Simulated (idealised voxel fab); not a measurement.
This is a process module. Its name is voxel quadruple lines.
The width of the displayed cross-section, cut, is 265 nm; its cells are square, with a size of 5 nm.
Cross-section layout: square cells on a grid; listed as bands, top to bottom; a band spans one or more cell rows. In this notation a band is specified by the heights of its top and bottom, in that order and in nm, after which its materials appear from left to right, each paired with its width in nm. The word "everywhere" attached to a single material means that material fills the band from edge to edge; the word "air" stands for empty space. We count height from 0. Below that, the starting wafer is all one material. The lowest band never ends at the bottom but goes on down; see "top 0, no bottom" for how that is written. A two-number width, for instance "30 to 40", indicates that the width is equal to the first number in the top row of the band and to the second number in the bottom row, and that it changes by a constant amount per row of cells. No cell of the cross-section changed in a step that is given as "left unchanged". "Closed internal voids": empty spaces of 8 cells or more with no open way to the top, each given as width x height at distance, distance from the left edge, all in nm. Note: text after step settings on the step line = simulator remark on that step. overlay nm: where the mask lay relative to plan, measured to the right, on steps with a mask; negatives go left.

[These are the steps we planned for the process]
| 1 | RECEIVE with material Si |
| 2 | CONFORMAL_DEP with material Al2O3, thk nm 5 |
| 3 | DIRECTIONAL_DEP with material W, thk nm 10 |
| 4 | DIRECTIONAL_DEP with material polySi, thk nm 15 |
| 5 | DIRECTIONAL_DEP with material aC, thk nm 20 |
| 6 | PATTERN with tone cover, mask id MANDREL, material resist, width nm 20, pitch nm 60, thk nm 25, overlay nm 0 |
| 7 | DIRECTIONAL_ETCH with etch materials aC, depth nm 20 |
| 8 | STRIP with etch materials resist |
| 9 | CONFORMAL_DEP with material SiO2, thk nm 10 |
| 10 | DIRECTIONAL_ETCH with etch materials SiO2, depth nm 10 |
| 11 | STRIP with etch materials aC |
| 12 | DIRECTIONAL_ETCH with etch materials polySi, depth nm 15 |
| 13 | STRIP with etch materials SiO2 |
| 14 | CONFORMAL_DEP with material SiN, thk nm 5 |
| 15 | DIRECTIONAL_ETCH with etch materials SiN, depth nm 5 |
| 16 | STRIP with etch materials polySi |
| 17 | DIRECTIONAL_ETCH with etch materials W, depth nm 10 |
| 18 | STRIP with etch materials SiN |
| 19 | FILL_DEP with material SiO2, thk nm 10 |
| 20 | CMP with height nm 15 |

[Cross-section of the wafer at receipt, which is the condition after step 1]
* top 0, no bottom: Si everywhere
* Closed internal voids: none

[Below is the wafer in cross-section after the module was completed. It began from the starting point shown above and followed the plan shown above, except that one mistake was made while running it]
* top 15, bottom 5: SiO2 80 nm; W 5 nm; SiO2 10 nm; W 5 nm; SiO2 5 nm; W 5 nm; SiO2 10 nm; W 5 nm; SiO2 15 nm; W 5 nm; SiO2 10 nm; W 5 nm; SiO2 5 nm; W 5 nm; SiO2 10 nm; W 5 nm; SiO2 80 nm
* top 5, bottom 0: Al2O3 everywhere
* top 0, no bottom: Si everywhere
* Closed internal voids: none
Heads up, the wafer didn't run the way we planned it: step 6 ran differently from the plan; actual operation with settings: PATTERN with tone cover, mask id MANDREL, material resist, width nm 15, pitch nm 60, thk nm 25, overlay nm 0
